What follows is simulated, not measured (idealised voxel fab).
process module | voxel gate over fins
We display cut, a cross-section 185 nm in width whose square cells are each 5 nm.
Cross-section = grid of square cells, listed top down in bands; band = one or more rows. Look at the band entry: it leads with the top's height and the bottom's height in nm. Then it lists the materials left to right, with a width in nm for each. The word "all across" on a single material says that material fills the band edge to edge. The word "air" is empty space. Ref level 0: as-received wafer is one material below here. Bottom band extends down with no lower bound ("top 0, no bottom"). With a width like "30->40", each row of cells in the band differs from the next by the same amount, the top row carrying the first number and the bottom row the second. It should be understood that the words "changes: none", when stated for a given step, signify that the cross-section underwent no change in any of its cells during that step. The list in "Trapped cavities" covers empty spaces of 8 cells or more that cannot reach the top through any open way, and it gives each as width x height at distance; the distance is from the left edge, and width, height and distance are in nm. Where a step's line continues beyond its settings, the continuation is a remark by the simulator itself on that step. On any step carrying a mask, the "overlay nm" setting, if present on the step's line, tells how far right of its planned place the mask lay; negative values point to the left.

# List of planned process steps
1) RECEIVE,material Si
2) CONFORMAL_DEP,material SiN,thk nm 5
3) DIRECTIONAL_DEP,material aC,thk nm 10
4) PATTERN,tone cover,mask id FINS,material resist,width nm 15,pitch nm 60,thk nm 25,overlay nm 0
5) DIRECTIONAL_ETCH,etch materials aC,depth nm 10
6) STRIP,etch materials resist
7) DIRECTIONAL_ETCH,etch materials SiN,depth nm 5
8) DIRECTIONAL_ETCH,etch materials Si,depth nm 40
9) STRIP,etch materials aC
10) FILL_DEP,material SiO2,thk nm 10
11) CMP,height nm 5
12) PATTERN,tone open,mask id RAIL,material resist,width nm 15,thk nm 20,overlay nm 0
13) DIRECTIONAL_ETCH,etch materials SiO2,depth nm 40
14) STRIP,etch materials resist
15) CONFORMAL_DEP,material TiN,thk nm 5
16) FILL_DEP,material Ru,thk nm 5
17) CMP,height nm 5
18) SELECTIVE_ETCH,etch materials W Ru TiN,depth nm 30
19) FILL_DEP,material SiO2,thk nm 5
20) CMP,height nm 5
21) SELECTIVE_ETCH,etch materials SiO2,depth nm 20
22) STRIP,etch materials SiN
23) CONFORMAL_DEP,material HfO2,thk nm 5
24) CONFORMAL_DEP,material TiN,thk nm 5
25) FILL_DEP,material W,thk nm 15
26) CMP,height nm 20
27) CONFORMAL_DEP,material SiN,thk nm 10

# Delivered wafer in cross-section: state after step 1
    top 0, no bottom | Si all across
    Trapped cavities: none

# Wafer at module end, in section. Began as above, planned as above, run with one mistake
    top 30, bottom 20 | SiN all across
    top 20, bottom 10 | W all across
    top 10, bottom 5 | W 45  TiN 35  W 25  TiN 35  W 45
    top 5, bottom 0 | W 45  TiN 5  HfO2 25  TiN 5  W 25  TiN 5  HfO2 25  TiN 5  W 45
    top 0, bottom -5 | W 45  TiN 5  HfO2 5  Si 15  HfO2 5  TiN 5  W 25  TiN 5  HfO2 5  Si 15  HfO2 5  TiN 5  W 45
    top -5, bottom -10 | TiN 50  HfO2 5  Si 15  HfO2 5  TiN 35  HfO2 5  Si 15  HfO2 5  TiN 50
    top -10, bottom -15 | HfO2 40  TiN 10  HfO2 5  Si 15  HfO2 5  TiN 10  HfO2 15  TiN 10  HfO2 5  Si 15  HfO2 5  TiN 10  HfO2 40
    top -15, bottom -20 | SiO2 35  HfO2 20  Si 15  HfO2 20  SiO2 5  HfO2 20  Si 15  HfO2 20  SiO2 35
    top -20, bottom -25 | SiO2 55  Si 15  SiO2 45  Si 15  SiO2 55
    top -25, bottom -30 | SiO2 55  Si 15  SiO2 15  TiN 5  Ru 5  TiN 5  SiO2 15  Si 15  SiO2 55
    top -30, bottom -35 | SiO2 55  Si 15  SiO2 15  TiN 15  SiO2 15  Si 15  SiO2 55
    top -35, bottom -40 | SiO2 55  Si 15  SiO2 45  Si 15  SiO2 55
    top -40, no bottom | Si all across
    Trapped cavities: none
Want to know what went wrong? it was found that steps 21 and 22 of the process plan had been performed in exchanged positions
